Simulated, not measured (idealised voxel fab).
process module | voxel trench capacitor
cross-section cut | 220 nm wide | cells 5 nm
A cross-section is a grid of square cells, given in bands from the top down. A band is one or more rows of cells.
Each band's line starts with the height of the band's top and of its bottom, in nm. Then come its materials from left to right, each with its width in nm. One material with "throughout" fills the band from edge to edge. "air" is empty space.
Height 0 is the level under which the wafer as received is all one material. The lowest band goes on downwards, as in "0 down".
A width such as "30 to 40" changes by the same amount from each row of cells to the next, from the band's top row to its bottom row.
"no change" after a step means that no cell of the cross-section changed.
closed voids: empty space of 8 cells or more with no open way to the top, each as width x height at its distance from the left edge, in nm
after a step's settings: what the simulator itself notes on the step
overlay nm, on a step with a mask: how far to the right of its planned place the mask lay; to the left if negative
plan
1 op RECEIVE | material Si
2 op CONFORMAL_DEP | material SiN | thk nm 5
3 op DIRECTIONAL_DEP | material aC | thk nm 10
4 op PATTERN | tone open | mask id TRENCH | material resist | width nm 15 | pitch nm 40 | thk nm 30 | overlay nm 0
5 op DIRECTIONAL_ETCH | etch materials aC | depth nm 10
6 op STRIP | etch materials resist
7 op DIRECTIONAL_ETCH | etch materials SiN | depth nm 5
8 op DIRECTIONAL_ETCH | etch materials Si | depth nm 25
9 op STRIP | etch materials aC
10 op CONFORMAL_DEP | material SiO2 | thk nm 5
11 op FILL_DEP | material polySi | thk nm 5
12 op CMP | height nm 5
varied across the wafers: width nm of step 4. The plan shows the first wafer's value. All wafers start alike
first wafer as received, after step 1
  0 down: Si throughout
  closed voids: none
first wafer at the end, after step 12
  5 to 0: SiN 60 | SiO2 5 | polySi 5 | SiO2 5 | SiN 25 | SiO2 5 | polySi 5 | SiO2 5 | SiN 25 | SiO2 5 | polySi 5 | SiO2 5 | SiN 65
  0 to -20: Si 60 | SiO2 5 | polySi 5 | SiO2 5 | Si 25 | SiO2 5 | polySi 5 | SiO2 5 | Si 25 | SiO2 5 | polySi 5 | SiO2 5 | Si 65
  -20 to -25: Si 60 | SiO2 15 | Si 25 | SiO2 15 | Si 25 | SiO2 15 | Si 65
  -25 down: Si throughout
  closed voids: none
last wafer at the end
  5 to 0: SiN 55 | SiO2 5 | polySi 15 | SiO2 5 | SiN 15 | SiO2 5 | polySi 15 | SiO2 5 | SiN 15 | SiO2 5 | polySi 15 | SiO2 5 | SiN 60
  0 to -20: Si 55 | SiO2 5 | polySi 15 | SiO2 5 | Si 15 | SiO2 5 | polySi 15 | SiO2 5 | Si 15 | SiO2 5 | polySi 15 | SiO2 5 | Si 60
  -20 to -25: Si 55 | SiO2 25 | Si 15 | SiO2 25 | Si 15 | SiO2 25 | Si 60
  -25 down: Si throughout
  closed voids: none
each wafer at the end: cells of each material gained (+) or lost (-) since it was received, then its closed voids
width nm 15 | -45 Si | +35 SiN | +39 SiO2 | +15 polySi | closed voids: none
width nm 20 | -60 Si | +32 SiN | +42 SiO2 | +30 polySi | closed voids: none
width nm 25 | -75 Si | +29 SiN | +45 SiO2 | +45 polySi | closed voids: none
